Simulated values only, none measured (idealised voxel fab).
Presented below is a process module, voxel self aligned vias.
Xsec cut, 245 nm wide, square cell size 5 nm.
In what follows, cross-sections appear as grids of square cells, described through bands that run from the top down, where every band is one or more rows of cells.
Band entry format. Leading values: height of top, height of bottom, nm. Remainder: materials in left-to-right order, each with its width in nm. Special words: "full width" on a single material, which then fills the band edge to edge; "air", empty space.
Heights are expressed relative to 0, this being the level below which the as-received wafer comprises one material exclusively. The lowest band is unbounded in the downward direction and is denoted as in "z 0 and below".
Think of "30->40" as a width that walks from the first number to the second as you go down the band, top row to bottom row, taking equal-sized steps from row to row.
Key: "stayed the same" - step with no changed cell in the cross-section.
Reported under the label "Enclosed void listing" are the empty spaces having no open way to the top and comprising 8 cells or more; the notation for each is width x height at distance, in which the distance is measured from the left edge and all three values are in nm.
Text after the settings on a step's line: the simulator's own remark on that step.
"overlay nm" answers the question of how far to the right of plan the mask lay on a step that has a mask, and when it is negative the answer is to the left.

[Process steps foreseen in the plan]
- 1: RECEIVE,material Si
- 2: CONFORMAL_DEP,material SiO2,thk nm 10
- 3: CONFORMAL_DEP,material SiCN,thk nm 5
- 4: DIRECTIONAL_DEP,material lowk,thk nm 25
- 5: PATTERN,tone open,mask id LINES,material resist,width nm 30,pitch nm 65,thk nm 15,overlay nm 0
- 6: DIRECTIONAL_ETCH,etch materials lowk,depth nm 25
- 7: STRIP,etch materials resist
- 8: CONFORMAL_DEP,material TiN,thk nm 5
- 9: FILL_DEP,material Ru,thk nm 10
- 10: CMP,height nm 40
- 11: SELECTIVE_ETCH,etch materials W Ru TiN,depth nm 10
- 12: FILL_DEP,material SiN,thk nm 5
- 13: CMP,height nm 40
- 14: DIRECTIONAL_DEP,material lowk,thk nm 15
- 15: MASKED_ETCH,tone open,mask id VIAS,width nm 40,pitch nm 65,etch materials lowk,depth nm 15,overlay nm 0
- 16: MASKED_ETCH,tone open,mask id VIAS,width nm 40,pitch nm 65,etch materials SiN,depth nm 10,overlay nm 0
- 17: CONFORMAL_DEP,material TiN,thk nm 5
- 18: FILL_DEP,material Ru,thk nm 10
- 19: CMP,height nm 55
- 20: CONFORMAL_DEP,material SiN,thk nm 5

[The first of a set of two wafers, run to plan]

[Received-state cross-section, reflecting completion of step 1]
	z 0 and below  Si full width
	Enclosed void listing: none

[After step 2, in cross-section]
	z 10 to 0  SiO2 full width
	Below a height of 0, the structure has not been altered.

[After step 3, in cross-section]
	z 15 to 10  SiCN full width
	Below a height of 10, the structure has not been altered.

[After step 4, in cross-section]
	z 40 to 15  lowk full width
	Below a height of 15, the structure has not been altered.

[After step 5, in cross-section]
	z 55 to 40  resist=40; air=30; resist=35; air=30; resist=35; air=30; resist=45
	Below a height of 40, the structure has not been altered.

[After step 6, in cross-section]
	z 55 to 40  resist=40; air=30; resist=35; air=30; resist=35; air=30; resist=45
	z 40 to 15  lowk=40; air=30; lowk=35; air=30; lowk=35; air=30; lowk=45
	Below a height of 15, the structure has not been altered.

[After step 7, in cross-section]
	z 40 to 15  lowk=40; air=30; lowk=35; air=30; lowk=35; air=30; lowk=45
	Below a height of 15, the structure has not been altered.

[After step 8, in cross-section]
	z 45 to 40  TiN=45; air=20; TiN=45; air=20; TiN=45; air=20; TiN=50
	z 40 to 20  lowk=40; TiN=5; air=20; TiN=5; lowk=35; TiN=5; air=20; TiN=5; lowk=35; TiN=5; air=20; TiN=5; lowk=45
	z 20 to 15  lowk=40; TiN=30; lowk=35; TiN=30; lowk=35; TiN=30; lowk=45
	Below a height of 15, the structure has not been altered.

[After step 9, in cross-section]
	z 55 to 45  Ru full width
	z 45 to 40  TiN=45; Ru=20; TiN=45; Ru=20; TiN=45; Ru=20; TiN=50
	z 40 to 20  lowk=40; TiN=5; Ru=20; TiN=5; lowk=35; TiN=5; Ru=20; TiN=5; lowk=35; TiN=5; Ru=20; TiN=5; lowk=45
	Below a height of 20, the structure has not been altered.

[After step 10, in cross-section]
	z 40 to 20  lowk=40; TiN=5; Ru=20; TiN=5; lowk=35; TiN=5; Ru=20; TiN=5; lowk=35; TiN=5; Ru=20; TiN=5; lowk=45
	Below a height of 20, the structure has not been altered.

[After step 11, in cross-section]
	z 40 to 30  lowk=40; air=30; lowk=35; air=30; lowk=35; air=30; lowk=45
	Below a height of 30, the structure has not been altered.

[After step 12, in cross-section]
	z 45 to 40  SiN full width
	z 40 to 30  lowk=40; SiN=30; lowk=35; SiN=30; lowk=35; SiN=30; lowk=45
	Below a height of 30, the structure has not been altered.

[After step 13, in cross-section]
	z 40 to 30  lowk=40; SiN=30; lowk=35; SiN=30; lowk=35; SiN=30; lowk=45
	Below a height of 30, the structure has not been altered.

[After step 14, in cross-section]
	z 55 to 40  lowk full width
	Below a height of 40, the structure has not been altered.

[After step 15, in cross-section]
	z 55 to 40  lowk=35; air=40; lowk=25; air=40; lowk=25; air=40; lowk=40
	Below a height of 40, the structure has not been altered.

[After step 16, in cross-section]
	z 55 to 40  lowk=35; air=40; lowk=25; air=40; lowk=25; air=40; lowk=40
	z 40 to 30  lowk=40; air=30; lowk=35; air=30; lowk=35; air=30; lowk=45
	Below a height of 30, the structure has not been altered.

[After step 17, in cross-section]
	z 60 to 55  TiN=40; air=30; TiN=35; air=30; TiN=35; air=30; TiN=45
	z 55 to 45  lowk=35; TiN=5; air=30; TiN=5; lowk=25; TiN=5; air=30; TiN=5; lowk=25; TiN=5; air=30; TiN=5; lowk=40
	z 45 to 35  lowk=35->40; TiN=10->5; air=20; TiN=10->5; lowk=25->35; TiN=10->5; air=20; TiN=10->5; lowk=25->35; TiN=10->5; air=20; TiN=10->5; lowk=40->45
	z 35 to 30  lowk=40; TiN=30; lowk=35; TiN=30; lowk=35; TiN=30; lowk=45
	Below a height of 30, the structure has not been altered.

[After step 18, in cross-section]
	z 70 to 60  Ru full width
	z 60 to 55  TiN=40; Ru=30; TiN=35; Ru=30; TiN=35; Ru=30; TiN=45
	z 55 to 45  lowk=35; TiN=5; Ru=30; TiN=5; lowk=25; TiN=5; Ru=30; TiN=5; lowk=25; TiN=5; Ru=30; TiN=5; lowk=40
	z 45 to 35  lowk=35->40; TiN=10->5; Ru=20; TiN=10->5; lowk=25->35; TiN=10->5; Ru=20; TiN=10->5; lowk=25->35; TiN=10->5; Ru=20; TiN=10->5; lowk=40->45
	Below a height of 35, the structure has not been altered.

[After step 19, in cross-section]
	z 55 to 45  lowk=35; TiN=5; Ru=30; TiN=5; lowk=25; TiN=5; Ru=30; TiN=5; lowk=25; TiN=5; Ru=30; TiN=5; lowk=40
	Below a height of 45, the structure has not been altered.

[After step 20, in cross-section]
	z 60 to 55  SiN full width
	Below a height of 55, the structure has not been altered.

[Second of two: same start, same plan, one run error; steps up to and including 14 match the first]

[Second wafer, sectioned view, at step 15's planned end time]
	z 55 to 40  air=35; lowk=40; air=25; lowk=40; air=25; lowk=40; air=40
	Below a height of 40, the structure has not been altered.

Second wafer, sectioned view, at step 16's planned end time: stayed the same

[Second wafer, sectioned view, at step 17's planned end time]
	z 60 to 55  air=30; TiN=50; air=15; TiN=50; air=15; TiN=50; air=35
	z 55 to 45  air=30; TiN=5; lowk=40; TiN=5; air=15; TiN=5; lowk=40; TiN=5; air=15; TiN=5; lowk=40; TiN=5; air=35
	z 45 to 40  TiN=35; lowk=40; TiN=25; lowk=40; TiN=25; lowk=40; TiN=40
	Below a height of 40, the structure has not been altered.

[Second wafer, sectioned view, at step 18's planned end time]
	z 70 to 60  Ru full width
	z 60 to 55  Ru=30; TiN=50; Ru=15; TiN=50; Ru=15; TiN=50; Ru=35
	z 55 to 45  Ru=30; TiN=5; lowk=40; TiN=5; Ru=15; TiN=5; lowk=40; TiN=5; Ru=15; TiN=5; lowk=40; TiN=5; Ru=35
	Below a height of 45, the structure has not been altered.

[Second wafer, sectioned view, at step 19's planned end time]
	z 55 to 45  Ru=30; TiN=5; lowk=40; TiN=5; Ru=15; TiN=5; lowk=40; TiN=5; Ru=15; TiN=5; lowk=40; TiN=5; Ru=35
	Below a height of 45, the structure has not been altered.

[Second wafer, sectioned view, at step 20's planned end time]
	z 60 to 55  SiN full width
	Below a height of 55, the structure has not been altered.
Short version of what went wrong: step 15, actual vs plan mismatch, actual run MASKED_ETCH,tone cover,mask id VIAS,width nm 40,pitch nm 65,etch materials lowk,depth nm 15,overlay nm 0
Final difference in cells, second wafer against first, listed per material as more or fewer: 22 fewer of Ru, 36 more of SiN, 11 fewer of TiN, 3 fewer of lowk
